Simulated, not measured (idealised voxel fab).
voxel quadruple lines: a process module
It is cross-section cut that appears here, measuring 145 nm in width, its square cells being 5 nm in size.
A cross-section is written here as square cells arranged in a grid, and it is given in bands from the top down, each band taking up one or more rows of cells.
Top, bottom (nm), then materials left to right with widths (nm); lone material tagged "full width" fills the whole band edge to edge; "empty" = empty space.
Height 0 is the level under which the wafer as received is all one material. The lowest band goes on downwards, as in "0 nm and below".
It should be noted that a width expressed as "30..40" varies in equal increments from row to row of cells within the band, taking the value of the first number at the top row and that of the second number at the bottom row.
What does "nothing got changed" mean for a step? It means no cell of the cross-section changed in that step.
Entry "Voids, fully enclosed" = empty spaces >= 8 cells with no open way to the top; each as width x height at distance, distance from left edge, all nm.
Read whatever lies past the settings on a step's line as the simulator's own remark about the step.
The optional step-line setting "overlay nm" applies to steps with a mask and quantifies how far to the right of its planned location the mask lay, a negative value indicating leftward placement.
STEPS IN THE PROCESS PLAN
1. RECEIVE: material Si
2. CONFORMAL_DEP: material SiO2, thk nm 10
3. DIRECTIONAL_DEP: material W, thk nm 10
4. DIRECTIONAL_DEP: material polySi, thk nm 20
5. DIRECTIONAL_DEP: material aC, thk nm 20
6. PATTERN: tone cover, mask id MANDREL, material resist, width nm 20, thk nm 25, overlay nm 0
7. DIRECTIONAL_ETCH: etch materials aC, depth nm 20
8. STRIP: etch materials resist
9. CONFORMAL_DEP: material SiO2, thk nm 10
10. DIRECTIONAL_ETCH: etch materials SiO2, depth nm 10
11. STRIP: etch materials aC
12. DIRECTIONAL_ETCH: etch materials polySi, depth nm 20
13. STRIP: etch materials SiO2
14. CONFORMAL_DEP: material SiCN, thk nm 5
15. DIRECTIONAL_ETCH: etch materials SiCN, depth nm 5
16. STRIP: etch materials polySi
17. DIRECTIONAL_ETCH: etch materials W, depth nm 10
18. STRIP: etch materials SiCN
WAFER AS RECEIVED: CROSS-SECTION FOLLOWING STEP 1
> 0 nm and below | Si full width
> Voids, fully enclosed: none
RUN AS PLANNED - FIRST OF THE TWO WAFERS CROSS-SECTIONED AT THE END OF THE MODULE
> 20 nm to 10 nm | empty (45), then W (5), then empty (10), then W (5), then empty (10), then W (5), then empty (10), then W (5), then empty (50)
> 10 nm to 0 nm | SiO2 full width
> 0 nm and below | Si full width
> Voids, fully enclosed: none
MODULE END: CROSS-SECTION OF WAFER TWO OF TWO. SAME START AND PROCESS PLAN AS THE FIRST WAFER. ONE MISTAKE DURING EXECUTION
> 20 nm to 10 nm | empty (55), then W (5), then empty (10), then W (5), then empty (10), then W (5), then empty (10), then W (5), then empty (40)
> 10 nm to 0 nm | SiO2 full width
> 0 nm and below | Si full width
> Voids, fully enclosed: none
Deviation noted in wafer processing: step 6: run off-plan, actual operation and settings PATTERN: tone cover, mask id MANDREL, material resist, width nm 20, thk nm 25, overlay nm 10
at the end the second wafer has, in cells: as many of each material as the first, in other places
